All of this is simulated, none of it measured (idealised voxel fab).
Title: Process Module voxel self aligned contacts
Each square cell in cross-section cut measures 5 nm, and the section as a whole is 230 nm wide.
In what follows, cross-sections appear as grids of square cells, described through bands that run from the top down, where every band is one or more rows of cells. The band entry comprises the height of the band's top followed by the height of its bottom, expressed in nm, and subsequently the band's materials from left to right, each stated together with its width in nm. Where a single material is marked with the word "full width", that material fills the band from edge to edge. The word "air" represents empty space. Zero point of the height axis is 0; under it, received wafer = one material. Lowest band: continues down indefinitely, "top 0, no bottom". The notation "30 to 40" denotes a width that varies across the rows of cells in the band, beginning at the first number in the top row, finishing at the second number in the bottom row, and changing by an identical amount from each row to the next. "nothing got changed" -> step changed no cross-section cell. Closed-off voids of 8+ cells (no open route to the top) go in "Sealed internal voids", written width x height at distance from the left edge, in nm. Text after the settings on a step's line: the simulator's own remark on that step. What "overlay nm" on a step's line means: if the step has a mask, that mask lay this far to the right of its planned place, or, when the value is negative, to the left.

## Process steps foreseen in the plan
1,RECEIVE,material Si
2,OXIDIZE,depth nm 5
3,DIRECTIONAL_DEP,material polySi,thk nm 30
4,DIRECTIONAL_DEP,material SiN,thk nm 25
5,MASKED_ETCH,tone cover,mask id GATE,width nm 35,pitch nm 80,etch materials SiN,depth nm 25,overlay nm 0
6,MASKED_ETCH,tone cover,mask id GATE,width nm 35,pitch nm 80,etch materials polySi,depth nm 30,overlay nm 0
7,CONFORMAL_DEP,material SiN,thk nm 10
8,DIRECTIONAL_ETCH,etch materials SiN,depth nm 10
9,FILL_DEP,material SiO2,thk nm 15
10,CMP,height nm 65
11,PATTERN,tone open,mask id CONTACT,material resist,width nm 65,pitch nm 80,thk nm 15,overlay nm 0
12,DIRECTIONAL_ETCH,etch materials SiO2,depth nm 70
13,STRIP,etch materials resist
14,CONFORMAL_DEP,material TiN,thk nm 5
15,FILL_DEP,material Ru,thk nm 5
16,CMP,height nm 65
17,CONFORMAL_DEP,material SiCN,thk nm 5

## first wafer, as planned

## Wafer as received: cross-section following step 1
- top 0, no bottom = Si full width
- Sealed internal voids: none

## Sectional view: wafer, after step 2
- top 0, bottom -5 = SiO2 full width
- Below -5 it's all the same as before, nothing changed down there.

## Sectional view: wafer, after step 3
- top 30, bottom 0 = polySi full width
- Below 0 it's all the same as before, nothing changed down there.

## Sectional view: wafer, after step 4
- top 55, bottom 30 = SiN full width
- Below 30 it's all the same as before, nothing changed down there.

## Sectional view: wafer, after step 5
- top 55, bottom 30 = 15 of air, 35 of SiN, 45 of air, 35 of SiN, 45 of air, 35 of SiN, 20 of air
- Below 30 it's all the same as before, nothing changed down there.

## Sectional view: wafer, after step 6
- top 55, bottom 30 = 15 of air, 35 of SiN, 45 of air, 35 of SiN, 45 of air, 35 of SiN, 20 of air
- top 30, bottom 0 = 15 of air, 35 of polySi, 45 of air, 35 of polySi, 45 of air, 35 of polySi, 20 of air
- Below 0 it's all the same as before, nothing changed down there.

## Sectional view: wafer, after step 7
- top 65, bottom 30 = 5 of air, 55 of SiN, 25 of air, 55 of SiN, 25 of air, 55 of SiN, 10 of air
- top 30, bottom 10 = 5 of air, 10 of SiN, 35 of polySi, 10 of SiN, 25 of air, 10 of SiN, 35 of polySi, 10 of SiN, 25 of air, 10 of SiN, 35 of polySi, 10 of SiN, 10 of air
- top 10, bottom 0 = 15 of SiN, 35 of polySi, 45 of SiN, 35 of polySi, 45 of SiN, 35 of polySi, 20 of SiN
- Below 0 it's all the same as before, nothing changed down there.

## Sectional view: wafer, after step 8
- top 55, bottom 30 = 5 of air, 55 of SiN, 25 of air, 55 of SiN, 25 of air, 55 of SiN, 10 of air
- top 30, bottom 0 = 5 of air, 10 of SiN, 35 of polySi, 10 of SiN, 25 of air, 10 of SiN, 35 of polySi, 10 of SiN, 25 of air, 10 of SiN, 35 of polySi, 10 of SiN, 10 of air
- Below 0 it's all the same as before, nothing changed down there.

## Sectional view: wafer, after step 9
- top 70, bottom 55 = SiO2 full width
- top 55, bottom 30 = 5 of SiO2, 55 of SiN, 25 of SiO2, 55 of SiN, 25 of SiO2, 55 of SiN, 10 of SiO2
- top 30, bottom 0 = 5 of SiO2, 10 of SiN, 35 of polySi, 10 of SiN, 25 of SiO2, 10 of SiN, 35 of polySi, 10 of SiN, 25 of SiO2, 10 of SiN, 35 of polySi, 10 of SiN, 10 of SiO2
- Below 0 it's all the same as before, nothing changed down there.

## Sectional view: wafer, after step 10
- top 65, bottom 55 = SiO2 full width
- Below 55 it's all the same as before, nothing changed down there.

## Sectional view: wafer, after step 11
- top 80, bottom 65 = 40 of resist, 65 of air, 15 of resist, 65 of air, 45 of resist
- Below 65 it's all the same as before, nothing changed down there.

## Sectional view: wafer, after step 12
- top 80, bottom 65 = 40 of resist, 65 of air, 15 of resist, 65 of air, 45 of resist
- top 65, bottom 55 = 40 of SiO2, 65 of air, 15 of SiO2, 65 of air, 45 of SiO2
- top 55, bottom 30 = 5 of SiO2, 55 of SiN, 25 of air, 55 of SiN, 25 of air, 55 of SiN, 10 of SiO2
- top 30, bottom 0 = 5 of SiO2, 10 of SiN, 35 of polySi, 10 of SiN, 25 of air, 10 of SiN, 35 of polySi, 10 of SiN, 25 of air, 10 of SiN, 35 of polySi, 10 of SiN, 10 of SiO2
- top 0, bottom -5 = 60 of SiO2, 25 of air, 55 of SiO2, 25 of air, 65 of SiO2
- Below -5 it's all the same as before, nothing changed down there.

## Sectional view: wafer, after step 13
- top 65, bottom 55 = 40 of SiO2, 65 of air, 15 of SiO2, 65 of air, 45 of SiO2
- Below 55 it's all the same as before, nothing changed down there.

## Sectional view: wafer, after step 14
- top 70, bottom 65 = 45 of TiN, 55 of air, 25 of TiN, 55 of air, 50 of TiN
- top 65, bottom 55 = 40 of SiO2, 5 to 25 of TiN, 55 to 15 of air, 5 to 25 of TiN, 15 of SiO2, 5 to 25 of TiN, 55 to 15 of air, 5 to 25 of TiN, 45 of SiO2
- top 55, bottom 30 = 5 of SiO2, 55 of SiN, 5 of TiN, 15 of air, 5 of TiN, 55 of SiN, 5 of TiN, 15 of air, 5 of TiN, 55 of SiN, 10 of SiO2
- top 30, bottom 0 = 5 of SiO2, 10 of SiN, 35 of polySi, 10 of SiN, 5 of TiN, 15 of air, 5 of TiN, 10 of SiN, 35 of polySi, 10 of SiN, 5 of TiN, 15 of air, 5 of TiN, 10 of SiN, 35 of polySi, 10 of SiN, 10 of SiO2
- top 0, bottom -5 = 60 of SiO2, 25 of TiN, 55 of SiO2, 25 of TiN, 65 of SiO2
- Below -5 it's all the same as before, nothing changed down there.

## Sectional view: wafer, after step 15
- top 75, bottom 70 = Ru full width
- top 70, bottom 65 = 45 of TiN, 55 of Ru, 25 of TiN, 55 of Ru, 50 of TiN
- top 65, bottom 55 = 40 of SiO2, 5 to 25 of TiN, 55 to 15 of Ru, 5 to 25 of TiN, 15 of SiO2, 5 to 25 of TiN, 55 to 15 of Ru, 5 to 25 of TiN, 45 of SiO2
- top 55, bottom 30 = 5 of SiO2, 55 of SiN, 5 of TiN, 15 of Ru, 5 of TiN, 55 of SiN, 5 of TiN, 15 of Ru, 5 of TiN, 55 of SiN, 10 of SiO2
- top 30, bottom 0 = 5 of SiO2, 10 of SiN, 35 of polySi, 10 of SiN, 5 of TiN, 15 of Ru, 5 of TiN, 10 of SiN, 35 of polySi, 10 of SiN, 5 of TiN, 15 of Ru, 5 of TiN, 10 of SiN, 35 of polySi, 10 of SiN, 10 of SiO2
- Below 0 it's all the same as before, nothing changed down there.

## Sectional view: wafer, after step 16
- top 65, bottom 55 = 40 of SiO2, 5 to 25 of TiN, 55 to 15 of Ru, 5 to 25 of TiN, 15 of SiO2, 5 to 25 of TiN, 55 to 15 of Ru, 5 to 25 of TiN, 45 of SiO2
- Below 55 it's all the same as before, nothing changed down there.

## Sectional view: wafer, after step 17
- top 70, bottom 65 = SiCN full width
- Below 65 it's all the same as before, nothing changed down there.

## Wafer two. Same start, same plan, one slip in execution. Same as wafer one through step 16, inclusive

## Planned end of step 17: second wafer, cross-section
- top 80, bottom 65 = SiCN full width
- Below 65 it's all the same as before, nothing changed down there.
What was done differently from what was planned? it should be noted that step 17 was executed with settings other than those planned, the operation and settings actually applied being CONFORMAL_DEP,material SiCN,thk nm 15
Final cells, second wafer relative to first, materials higher or lower: SiCN +92
